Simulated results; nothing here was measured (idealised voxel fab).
process module | voxel transistor to metal
cross-section cut | 185 nm wide | cells 5 nm
A cross-section is a grid of square cells, given in bands from the top down. A band is one or more rows of cells.
Each band's line starts with the height of the band's top and of its bottom, in nm. Then come its materials from left to right, each with its width in nm. One material with "throughout" fills the band from edge to edge. "air" is empty space.
Height 0 is the level under which the wafer as received is all one material. The lowest band goes on downwards, as in "0 down".
A width such as "30 to 40" changes by the same amount from each row of cells to the next, from the band's top row to its bottom row.
"no change" after a step means that no cell of the cross-section changed.
closed voids: empty space of 8 cells or more with no open way to the top, each as width x height at its distance from the left edge, in nm
after a step's settings: what the simulator itself notes on the step
overlay nm, on a step with a mask: how far to the right of its planned place the mask lay; to the left if negative
plan
1 op RECEIVE | material Si
2 op CONFORMAL_DEP | material SiO2 | thk nm 5
3 op CONFORMAL_DEP | material SiN | thk nm 10
4 op DIRECTIONAL_DEP | material aC | thk nm 10
5 op PATTERN | tone cover | mask id ACTIVE | material resist | width nm 95 | thk nm 30 | overlay nm 0
6 op DIRECTIONAL_ETCH | etch materials aC | depth nm 10
7 op STRIP | etch materials resist
8 op DIRECTIONAL_ETCH | etch materials SiN | depth nm 10
9 op DIRECTIONAL_ETCH | etch materials SiO2 | depth nm 5
10 op DIRECTIONAL_ETCH | etch materials Si | depth nm 25
11 op STRIP | etch materials aC
12 op FILL_DEP | material SiO2 | thk nm 15
13 op CMP | height nm 15
14 op SELECTIVE_ETCH | etch materials SiO2 | depth nm 5
15 op STRIP | etch materials SiN
16 op SELECTIVE_ETCH | etch materials SiO2 | depth nm 5
17 op OXIDIZE | depth nm 5
18 op DIRECTIONAL_DEP | material polySi | thk nm 25
19 op DIRECTIONAL_DEP | material SiCN | thk nm 15
20 op MASKED_ETCH | tone cover | mask id GATE | width nm 25 | etch materials SiCN | depth nm 25 | overlay nm 0
21 op MASKED_ETCH | tone cover | mask id GATE | width nm 25 | etch materials polySi | depth nm 35 | overlay nm 0
22 op CONFORMAL_DEP | material SiN | thk nm 5
23 op DIRECTIONAL_ETCH | etch materials SiN | depth nm 5
24 op DIRECTIONAL_ETCH | etch materials SiO2 | depth nm 5
25 op EPI | material SiGe | thk nm 5
26 op FILL_DEP | material SiO2 | thk nm 10
27 op CMP | height nm 25
28 op STRIP | etch materials polySi
29 op SELECTIVE_ETCH | etch materials SiO2 | depth nm 5
30 op CONFORMAL_DEP | material HfO2 | thk nm 5
31 op CONFORMAL_DEP | material TiN | thk nm 5
32 op FILL_DEP | material W | thk nm 10
33 op CMP | height nm 20
34 op DIRECTIONAL_DEP | material SiO2 | thk nm 15
35 op MASKED_ETCH | tone open | mask id CONTACT | width nm 15 | pitch nm 70 | etch materials SiO2 | depth nm 35 | overlay nm 0
36 op CONFORMAL_DEP | material TiN | thk nm 5
37 op FILL_DEP | material Ru | thk nm 5
38 op CMP | height nm 35
39 op DIRECTIONAL_DEP | material TiN | thk nm 5
40 op DIRECTIONAL_DEP | material Ru | thk nm 15
41 op MASKED_ETCH | tone cover | mask id METAL_1 | width nm 15 | pitch nm 70 | etch materials Ru | depth nm 15 | overlay nm 0
42 op MASKED_ETCH | tone cover | mask id METAL_1 | width nm 15 | pitch nm 70 | etch materials TiN | depth nm 5 | overlay nm 0
43 op CONFORMAL_DEP | material SiCN | thk nm 5
44 op FILL_DEP | material lowk | thk nm 5
45 op CMP | height nm 55
46 op CONFORMAL_DEP | material SiCN | thk nm 5
47 op DIRECTIONAL_DEP | material lowk | thk nm 25
48 op DIRECTIONAL_DEP | material aC | thk nm 10
49 op PATTERN | tone open | mask id METAL_2 | material resist | width nm 15 | pitch nm 70 | thk nm 30 | overlay nm 0
50 op DIRECTIONAL_ETCH | etch materials aC | depth nm 10
51 op STRIP | etch materials resist
52 op DIRECTIONAL_ETCH | etch materials lowk | depth nm 15
53 op STRIP | etch materials aC
54 op MASKED_ETCH | tone open | mask id METAL_2_HOLES | width nm 15 | pitch nm 70 | etch materials lowk | depth nm 10 | overlay nm 0
55 op MASKED_ETCH | tone open | mask id METAL_2_HOLES | width nm 15 | pitch nm 70 | etch materials SiCN | depth nm 5 | overlay nm 0
56 op CONFORMAL_DEP | material TiN | thk nm 5
57 op FILL_DEP | material Cu | thk nm 5
58 op CMP | height nm 85
59 op CONFORMAL_DEP | material SiCN | thk nm 5
as received, after step 1
  0 down: Si throughout
  closed voids: none
first wafer at the end, as planned
  90 to 85: SiCN throughout
  85 to 60: lowk 50 | TiN 5 | Cu 5 | TiN 5 | lowk 55 | TiN 5 | Cu 5 | TiN 5 | lowk 50
  60 to 55: SiCN 50 | TiN 15 | SiCN 55 | TiN 15 | SiCN 50
  55 to 40: lowk 45 | SiCN 5 | Ru 15 | SiCN 5 | lowk 45 | SiCN 5 | Ru 15 | SiCN 5 | lowk 45
  40 to 35: SiCN 50 | TiN 15 | SiCN 55 | TiN 15 | SiCN 50
  35 to 20: SiO2 50 | TiN 5 | Ru 5 | TiN 5 | SiO2 55 | TiN 5 | Ru 5 | TiN 5 | SiO2 50
  20 to 5: SiO2 50 | TiN 5 | Ru 5 | TiN 5 | SiO2 10 | SiN 5 | HfO2 5 | TiN 5 | W 5 | TiN 5 | HfO2 5 | SiN 5 | SiO2 10 | TiN 5 | Ru 5 | TiN 5 | SiO2 50
  5 to 0: SiO2 40 | SiN 5 | SiO2 5 | TiN 15 | SiO2 10 | SiN 5 | HfO2 5 | TiN 15 | HfO2 5 | SiN 5 | SiO2 10 | TiN 15 | SiO2 5 | SiN 5 | SiO2 40
  0 to -5: SiO2 45 | SiGe 30 | HfO2 35 | SiGe 30 | SiO2 45
  -5 to -25: SiO2 45 | Si 95 | SiO2 45
  -25 down: Si throughout
  closed voids: none
second wafer at the end: like start, like plan, one mistake
  90 to 85: SiCN throughout
  85 to 80: Cu throughout
  80 to 75: TiN 55 | Cu 5 | TiN 65 | Cu 5 | TiN 55
  75 to 70: lowk 50 | TiN 15 | lowk 55 | TiN 15 | lowk 50
  70 to 60: lowk throughout
  60 to 55: SiCN throughout
  55 to 40: lowk 45 | SiCN 5 | Ru 15 | SiCN 5 | lowk 45 | SiCN 5 | Ru 15 | SiCN 5 | lowk 45
  40 to 35: SiCN 50 | TiN 15 | SiCN 55 | TiN 15 | SiCN 50
  35 to 20: SiO2 50 | TiN 5 | Ru 5 | TiN 5 | SiO2 55 | TiN 5 | Ru 5 | TiN 5 | SiO2 50
  20 to 5: SiO2 50 | TiN 5 | Ru 5 | TiN 5 | SiO2 10 | SiN 5 | HfO2 5 | TiN 5 | W 5 | TiN 5 | HfO2 5 | SiN 5 | SiO2 10 | TiN 5 | Ru 5 | TiN 5 | SiO2 50
  5 to 0: SiO2 40 | SiN 5 | SiO2 5 | TiN 15 | SiO2 10 | SiN 5 | HfO2 5 | TiN 15 | HfO2 5 | SiN 5 | SiO2 10 | TiN 15 | SiO2 5 | SiN 5 | SiO2 40
  0 to -5: SiO2 45 | SiGe 30 | HfO2 35 | SiGe 30 | SiO2 45
  -5 to -25: SiO2 45 | Si 95 | SiO2 45
  -25 down: Si throughout
  closed voids: none
what went wrong: step 54 ran as: op MASKED_ETCH | tone cover | mask id METAL_2_HOLES | width nm 15 | pitch nm 70 | etch materials lowk | depth nm 10 | overlay nm 0
at the end the second wafer has, in cells: 29 more of Cu | 6 more of SiCN | 15 more of TiN | 50 fewer of lowk
